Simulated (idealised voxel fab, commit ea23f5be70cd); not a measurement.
The process module that follows is named voxel self aligned vias.
Each square cell in cross-section cut measures 5 nm, and the section as a whole is 200 nm wide.
Heads up, the way a cross-section reads in here is a grid of square cells, handed over as bands from the top down, with every band being one or more rows of cells.
Basically the band line says how high the top is and how high the bottom is, in nm, and then what's in it from left to right, every material with its width in nm. Empty space shows up as "air", and if a single material carries "edge to edge" it runs the full band edge to edge.
We count height from 0. Below that, the starting wafer is all one material. The lowest band never ends at the bottom but goes on down; see "z 0 and below" for how that is written.
The expression "30..40" gives the width at the extremes of the band, the first number at its top row of cells and the second at its bottom row, with the width changing by equal amounts from each row to the next in between.
Any step labelled "identical to before" changed none of the cells in the cross-section.
The label "Closed void inventory" introduces a list of the empty spaces, 8 cells or larger, that have no open way up to the top; each entry in it reads width x height at distance, where the distance is taken from the left edge and all three are stated in nm.
Note: text after step settings on the step line = simulator remark on that step.
"overlay nm" on a masked step: distance the mask lay right of its planned place, negative for left.

-- This section lists the process steps that were planned
- 1: RECEIVE with material Si
- 2: CONFORMAL_DEP with material SiO2, thk nm 15
- 3: CONFORMAL_DEP with material SiCN, thk nm 5
- 4: DIRECTIONAL_DEP with material lowk, thk nm 20
- 5: PATTERN with tone open, mask id LINES, material resist, width nm 20, pitch nm 45, thk nm 20, overlay nm 0
- 6: DIRECTIONAL_ETCH with etch materials lowk, depth nm 20
- 7: STRIP with etch materials resist
- 8: CONFORMAL_DEP with material TiN, thk nm 5
- 9: FILL_DEP with material Ru, thk nm 10
- 10: CMP with height nm 40
- 11: SELECTIVE_ETCH with etch materials W Ru TiN, depth nm 10
- 12: FILL_DEP with material SiN, thk nm 10
- 13: CMP with height nm 40
- 14: DIRECTIONAL_DEP with material lowk, thk nm 15
- 15: MASKED_ETCH with tone open, mask id VIAS, width nm 30, pitch nm 90, etch materials lowk, depth nm 15, overlay nm 0
- 16: MASKED_ETCH with tone open, mask id VIAS, width nm 30, pitch nm 90, etch materials SiN, depth nm 10, overlay nm 0
- 17: CONFORMAL_DEP with material TiN, thk nm 5
- 18: FILL_DEP with material Ru, thk nm 5
- 19: CMP with height nm 55
- 20: CONFORMAL_DEP with material SiN, thk nm 5

-- Cross-sectional view of the wafer in its as-received condition, corresponding to the state after step 1
> z 0 and below: Si edge to edge
> Closed void inventory: none

-- The module was run from the start shown above using the plan shown above, but one mistake was made doing it; the resulting wafer cross-section is below
> z 60 to 55: SiN edge to edge
> z 55 to 45: 35 nm Ru, 5 nm TiN, 30 nm lowk, 5 nm TiN, 50 nm Ru, 5 nm TiN, 30 nm lowk, 5 nm TiN, 35 nm Ru
> z 45 to 40: 40 nm TiN, 30 nm lowk, 60 nm TiN, 30 nm lowk, 40 nm TiN
> z 40 to 30: 45 nm lowk, 20 nm SiN, 25 nm lowk, 20 nm SiN, 25 nm lowk, 20 nm SiN, 45 nm lowk
> z 30 to 25: 45 nm lowk, 5 nm TiN, 10 nm Ru, 5 nm TiN, 25 nm lowk, 5 nm TiN, 10 nm Ru, 5 nm TiN, 25 nm lowk, 5 nm TiN, 10 nm Ru, 5 nm TiN, 45 nm lowk
> z 25 to 20: 45 nm lowk, 20 nm TiN, 25 nm lowk, 20 nm TiN, 25 nm lowk, 20 nm TiN, 45 nm lowk
> z 20 to 15: SiCN edge to edge
> z 15 to 0: SiO2 edge to edge
> z 0 and below: Si edge to edge
> Closed void inventory: none
Against the plan, the run slipped here: heads up, step 15 didn't go per plan, it actually ran as MASKED_ETCH with tone cover, mask id VIAS, width nm 30, pitch nm 90, etch materials lowk, depth nm 15, overlay nm 0
